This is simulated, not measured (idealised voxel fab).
The process module that follows is named voxel ribs on slabs.
Square cell edge 5 nm, section width 195 nm, ID cut.
Notation: cross-section as square-cell grid; stated in bands, top first, going down; one or more cell rows per band. Quick guide to a band line: top height, bottom height (nm) up front; then every material left to right with its width in nm. Only one material and it's marked "edge to edge"? Then it fills the band edge to edge. And "air" just means empty space. Ref level 0: as-received wafer is one material below here. Bottom band extends down with no lower bound ("0 nm and below"). When a width is written as two numbers, as in "30->40", the first number is the width in the top row of cells of the band and the second is the width in its bottom row, and the width changes by the same amount from each row to the next. Where the words "remained unchanged" appear for a step, the cross-section shows no cell changed by that step; every cell remained as before. Any empty space of 8 cells or more lacking an open way to the top shows up in "closed voids" as width x height at distance, distance from the left edge, in nm. That trailing text on a step's line, after the settings, is the simulator's own remark on the step. The optional step-line setting "overlay nm" applies to steps with a mask and quantifies how far to the right of its planned location the mask lay, a negative value indicating leftward placement.

Set out below are the planned steps of the process:
- 1: RECEIVE with material Si
- 2: DIRECTIONAL_DEP with material SiO2, thk nm 20
- 3: DIRECTIONAL_DEP with material polySi, thk nm 15
- 4: MASKED_ETCH with tone cover, mask id RIB, width nm 15, etch materials polySi, depth nm 5, overlay nm 0
- 5: DIRECTIONAL_DEP with material aC, thk nm 15
- 6: PATTERN with tone cover, mask id SLAB, material resist, width nm 45, thk nm 35, overlay nm 0
- 7: DIRECTIONAL_ETCH with etch materials aC, depth nm 15
- 8: STRIP with etch materials resist
- 9: DIRECTIONAL_ETCH with etch materials polySi, depth nm 10
- 10: STRIP with etch materials aC
- 11: FILL_DEP with material SiO2, thk nm 30
- 12: CMP with height nm 55
- 13: DIRECTIONAL_DEP with material TiN, thk nm 5
- 14: DIRECTIONAL_DEP with material aC, thk nm 15
- 15: PATTERN with tone cover, mask id HEATER, material resist, width nm 25, thk nm 30, overlay nm 0
- 16: DIRECTIONAL_ETCH with etch materials aC, depth nm 15
- 17: STRIP with etch materials resist
- 18: DIRECTIONAL_ETCH with etch materials TiN, depth nm 5
- 19: STRIP with etch materials aC
- 20: CONFORMAL_DEP with material SiN, thk nm 5
Don't read the plan's width nm for step 6 as applying to every wafer: that's the first wafer's value, and the wafers differ in it, though they all start identical.

First of several wafers, received after step 1, in cross-section:
  0 nm and below  Si edge to edge
  closed voids: none

The figure below presents a cross-section of the first of several wafers at the conclusion of the module, following its last step, step 20:
  65 nm to 60 nm  air: 80  SiN: 35  air: 80
  60 nm to 55 nm  SiN: 85  TiN: 25  SiN: 85
  55 nm to 35 nm  SiO2 edge to edge
  35 nm to 30 nm  SiO2: 90  polySi: 15  SiO2: 90
  30 nm to 20 nm  SiO2: 75  polySi: 45  SiO2: 75
  20 nm to 0 nm  SiO2 edge to edge
  0 nm and below  Si edge to edge
  closed voids: none

Here's the last wafer cross-sectioned at the end of the module:
  65 nm to 60 nm  air: 80  SiN: 35  air: 80
  60 nm to 55 nm  SiN: 85  TiN: 25  SiN: 85
  55 nm to 35 nm  SiO2 edge to edge
  35 nm to 30 nm  SiO2: 90  polySi: 15  SiO2: 90
  30 nm to 20 nm  SiO2: 65  polySi: 70  SiO2: 60
  20 nm to 0 nm  SiO2 edge to edge
  0 nm and below  Si edge to edge
  closed voids: none

Note: the following table is arranged by wafer, a row apiece. Each row reports the end-of-module state: per material, cells gained (+) or cells lost (-) compared with the wafer as received; closed voids follow:
width nm 45; +41 SiN; +408 SiO2; +5 TiN; +21 polySi; closed voids: none
width nm 50; +41 SiN; +406 SiO2; +5 TiN; +23 polySi; closed voids: none
width nm 55; +41 SiN; +404 SiO2; +5 TiN; +25 polySi; closed voids: none
width nm 60; +41 SiN; +402 SiO2; +5 TiN; +27 polySi; closed voids: none
width nm 65; +41 SiN; +400 SiO2; +5 TiN; +29 polySi; closed voids: none
width nm 70; +41 SiN; +398 SiO2; +5 TiN; +31 polySi; closed voids: none
